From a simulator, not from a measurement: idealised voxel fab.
Documented hereafter: the process module known as voxel air gaps.
The cross-section on display is named cut; it measures 185 nm wide, and its cells are 5 nm squares.
In this document a cross-section is written as a grid of square cells. It is given as a series of bands, listed from the top down, and a band is one or more rows of cells.
In this notation a band is specified by the heights of its top and bottom, in that order and in nm, after which its materials appear from left to right, each paired with its width in nm. The word "everywhere" attached to a single material means that material fills the band from edge to edge; the word "empty" stands for empty space.
Ref level 0: as-received wafer is one material below here. Bottom band extends down with no lower bound ("z 0 and below").
A width given as "30..40" starts at the first number in the band's top row and ends at the second number in its bottom row, shifting by an equal amount at every step from row to row.
"no modifications" means the step left every cell of the cross-section as it was.
Closed-off voids of 8+ cells (no open route to the top) go in "Enclosed void listing", written width x height at distance from the left edge, in nm.
Where a step's line continues beyond its settings, the continuation is a remark by the simulator itself on that step.
On any step carrying a mask, the "overlay nm" setting, if present on the step's line, tells how far right of its planned place the mask lay; negative values point to the left.
## Intended process steps
- 1: RECEIVE with material Si
- 2: CONFORMAL_DEP with material SiO2, thk nm 10
- 3: CONFORMAL_DEP with material SiN, thk nm 5
- 4: DIRECTIONAL_DEP with material lowk, thk nm 40
- 5: PATTERN with tone open, mask id LINES, material resist, width nm 15, pitch nm 40, thk nm 15, overlay nm 0
- 6: DIRECTIONAL_ETCH with etch materials lowk, depth nm 40
- 7: STRIP with etch materials resist
- 8: CONFORMAL_DEP with material TiN, thk nm 5
- 9: FILL_DEP with material Ru, thk nm 10
- 10: CMP with height nm 55
- 11: EPI with material Ru, thk nm 10
- 12: SELECTIVE_ETCH with etch materials lowk, depth nm 50
- 13: CONFORMAL_DEP with material SiCN, thk nm 5
## Cross-sectional view of the wafer in its as-received condition, corresponding to the state after step 1
> z 0 and below: Si everywhere
> Enclosed void listing: none
## Run as planned - first of the two wafers cross-sectioned at the end of the module
> z 70 to 65: 30 empty; 125 SiCN; 30 empty
> z 65 to 55: 30 empty; 5 SiCN; 35 Ru; 5 SiCN; 35 Ru; 5 SiCN; 35 Ru; 5 SiCN; 30 empty
> z 55 to 50: 30 empty; 15 SiCN; 5 TiN; 5 Ru; 5 TiN; 25 SiCN; 5 TiN; 5 Ru; 5 TiN; 25 SiCN; 5 TiN; 5 Ru; 5 TiN; 15 SiCN; 30 empty
> z 50 to 20: 40 empty; 5 SiCN; 5 TiN; 5 Ru; 5 TiN; 5 SiCN; 15 empty; 5 SiCN; 5 TiN; 5 Ru; 5 TiN; 5 SiCN; 15 empty; 5 SiCN; 5 TiN; 5 Ru; 5 TiN; 5 SiCN; 40 empty
> z 20 to 15: 45 SiCN; 15 TiN; 25 SiCN; 15 TiN; 25 SiCN; 15 TiN; 45 SiCN
> z 15 to 10: SiN everywhere
> z 10 to 0: SiO2 everywhere
> z 0 and below: Si everywhere
> Enclosed void listing: 15 x 30 at 65; 15 x 30 at 105
## Here is the second of the two wafers cut open at the end of the module - same start, same plan as the first one, but we made one mistake running it
> z 70 to 65: 25 empty; 125 SiCN; 35 empty
> z 65 to 55: 25 empty; 5 SiCN; 35 Ru; 5 SiCN; 35 Ru; 5 SiCN; 35 Ru; 5 SiCN; 35 empty
> z 55 to 50: 25 empty; 15 SiCN; 5 TiN; 5 Ru; 5 TiN; 25 SiCN; 5 TiN; 5 Ru; 5 TiN; 25 SiCN; 5 TiN; 5 Ru; 5 TiN; 15 SiCN; 35 empty
> z 50 to 20: 35 empty; 5 SiCN; 5 TiN; 5 Ru; 5 TiN; 5 SiCN; 15 empty; 5 SiCN; 5 TiN; 5 Ru; 5 TiN; 5 SiCN; 15 empty; 5 SiCN; 5 TiN; 5 Ru; 5 TiN; 5 SiCN; 45 empty
> z 20 to 15: 40 SiCN; 15 TiN; 25 SiCN; 15 TiN; 25 SiCN; 15 TiN; 50 SiCN
> z 15 to 10: SiN everywhere
> z 10 to 0: SiO2 everywhere
> z 0 and below: Si everywhere
> Enclosed void listing: 15 x 30 at 60; 15 x 30 at 100
What went wrong in running the wafer? rather than as planned, step 5 actually ran as PATTERN with tone open, mask id LINES, material resist, width nm 15, pitch nm 40, thk nm 15, overlay nm -5
End check, second vs first wafer: material counts in cells match, positions do not.
